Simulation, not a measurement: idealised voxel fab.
The name of this process module is voxel wiring stack.
Section shown: cut. Width: 160 nm. Cell size: 5 nm, square.
Cross-section layout: square cells on a grid; listed as bands, top to bottom; a band spans one or more cell rows. Band: top height; bottom height; in nm. Then, left to right: material with width in nm, for each material. "edge to edge": a single material spanning edge to edge. "blank": empty space. Zero point of the height axis is 0; under it, received wafer = one material. Lowest band: continues down indefinitely, "from 0 down". Quick explanation for "30..40": the width changes in equal steps down the rows of cells, from the first number in the band's top row to the second number in its bottom row. You'll sometimes find "nothing changed" written for a step, and that's the way of saying that nowhere in the cross-section did a cell change during that step. In the "Sealed voids" entry, you get each enclosed empty space of 8 cells or more, one with no open way to the top, written width x height at distance, distance from the left edge, in nm. Where a step's line continues beyond its settings, the continuation is a remark by the simulator itself on that step. overlay nm: for a step with a mask, the amount by which the mask lay right of where it was planned; a negative amount means left of it.

-- Here's what the planned process steps look like
- 1: op RECEIVE | material Si
- 2: op CONFORMAL_DEP | material SiO2 | thk nm 10
- 3: op CONFORMAL_DEP | material SiN | thk nm 5
- 4: op DIRECTIONAL_DEP | material SiO2 | thk nm 20
- 5: op DIRECTIONAL_DEP | material aC | thk nm 15
- 6: op PATTERN | tone open | mask id METAL_1 | material resist | width nm 25 | pitch nm 45 | thk nm 30 | overlay nm 0
- 7: op DIRECTIONAL_ETCH | etch materials aC | depth nm 15
- 8: op STRIP | etch materials resist
- 9: op DIRECTIONAL_ETCH | etch materials SiO2 | depth nm 20
- 10: op DIRECTIONAL_ETCH | etch materials SiN | depth nm 5
- 11: op STRIP | etch materials aC
- 12: op CONFORMAL_DEP | material TiN | thk nm 5
- 13: op FILL_DEP | material Ru | thk nm 5
- 14: op CMP | height nm 35
- 15: op CONFORMAL_DEP | material SiCN | thk nm 5
- 16: op DIRECTIONAL_DEP | material lowk | thk nm 20
- 17: op DIRECTIONAL_DEP | material aC | thk nm 10
- 18: op PATTERN | tone open | mask id PLUG_1 | material resist | width nm 15 | thk nm 30 | overlay nm 0
- 19: op DIRECTIONAL_ETCH | etch materials aC | depth nm 10
- 20: op STRIP | etch materials resist
- 21: op DIRECTIONAL_ETCH | etch materials lowk | depth nm 20
- 22: op DIRECTIONAL_ETCH | etch materials SiCN | depth nm 5
- 23: op STRIP | etch materials aC
- 24: op EPI | material Ru | thk nm 10
- 25: op EPI | material Ru | thk nm 10
- 26: op EPI | material Ru | thk nm 5
- 27: op DIRECTIONAL_DEP | material TiN | thk nm 5
- 28: op DIRECTIONAL_DEP | material Ru | thk nm 20
- 29: op MASKED_ETCH | tone cover | mask id METAL_2 | width nm 25 | pitch nm 45 | etch materials Ru | depth nm 20 | overlay nm 0
- 30: op MASKED_ETCH | tone cover | mask id METAL_2 | width nm 25 | pitch nm 45 | etch materials TiN | depth nm 5 | overlay nm 0
- 31: op FILL_DEP | material SiO2 | thk nm 10
- 32: op CMP | height nm 85
- 33: op CONFORMAL_DEP | material SiCN | thk nm 5
- 34: op DIRECTIONAL_DEP | material lowk | thk nm 35
- 35: op DIRECTIONAL_DEP | material aC | thk nm 15
- 36: op PATTERN | tone open | mask id METAL_3_HOLES | material resist | width nm 15 | thk nm 35 | overlay nm 0
- 37: op DIRECTIONAL_ETCH | etch materials aC | depth nm 15
- 38: op STRIP | etch materials resist
- 39: op DIRECTIONAL_ETCH | etch materials lowk | depth nm 35
- 40: op STRIP | etch materials aC
- 41: op PATTERN | tone open | mask id METAL_3 | material resist | width nm 25 | pitch nm 45 | thk nm 20 | overlay nm 0
- 42: op DIRECTIONAL_ETCH | etch materials lowk | depth nm 20
- 43: op DIRECTIONAL_ETCH | etch materials SiCN | depth nm 5
- 44: op STRIP | etch materials resist
- 45: op CONFORMAL_DEP | material TiN | thk nm 5
- 46: op FILL_DEP | material Cu | thk nm 10
- 47: op CMP | height nm 125
- 48: op CONFORMAL_DEP | material SiCN | thk nm 5

-- Wafer as received: cross-section following step 1
  from 0 down: Si edge to edge
  Sealed voids: none

-- a wafer at the end: this start, this plan, one mistake
  from 130 to 125: SiCN edge to edge
  from 125 to 110: lowk 45 | TiN 5 | Cu 15 | TiN 5 | lowk 20 | TiN 5 | Cu 15 | TiN 5 | lowk 45
  from 110 to 105: lowk 45 | TiN 5 | Cu 5 | TiN 15 | lowk 20 | TiN 25 | lowk 45
  from 105 to 90: lowk 45 | TiN 5 | Cu 5 | TiN 5 | lowk 100
  from 90 to 85: SiCN 45 | TiN 15 | SiCN 100
  from 85 to 65: SiO2 50 | Ru 20 | SiO2 25 | Ru 20 | SiO2 45
  from 65 to 60: SiO2 45 | TiN 25 | SiO2 20 | TiN 25 | SiO2 45
  from 60 to 40: lowk 45 | Ru 15 | lowk 100
  from 40 to 35: SiCN 45 | Ru 15 | SiCN 100
  from 35 to 15: SiO2 45 | TiN 5 | Ru 15 | TiN 5 | SiO2 20 | TiN 5 | Ru 15 | TiN 5 | SiO2 45
  from 15 to 10: SiN 45 | TiN 25 | SiN 20 | TiN 25 | SiN 45
  from 10 to 0: SiO2 edge to edge
  from 0 down: Si edge to edge
  Sealed voids: none
What broke from the plan during processing? step 29 was processed under conditions differing from the plan, specifically as op MASKED_ETCH | tone cover | mask id METAL_2 | width nm 20 | pitch nm 45 | etch materials Ru | depth nm 20 | overlay nm 0
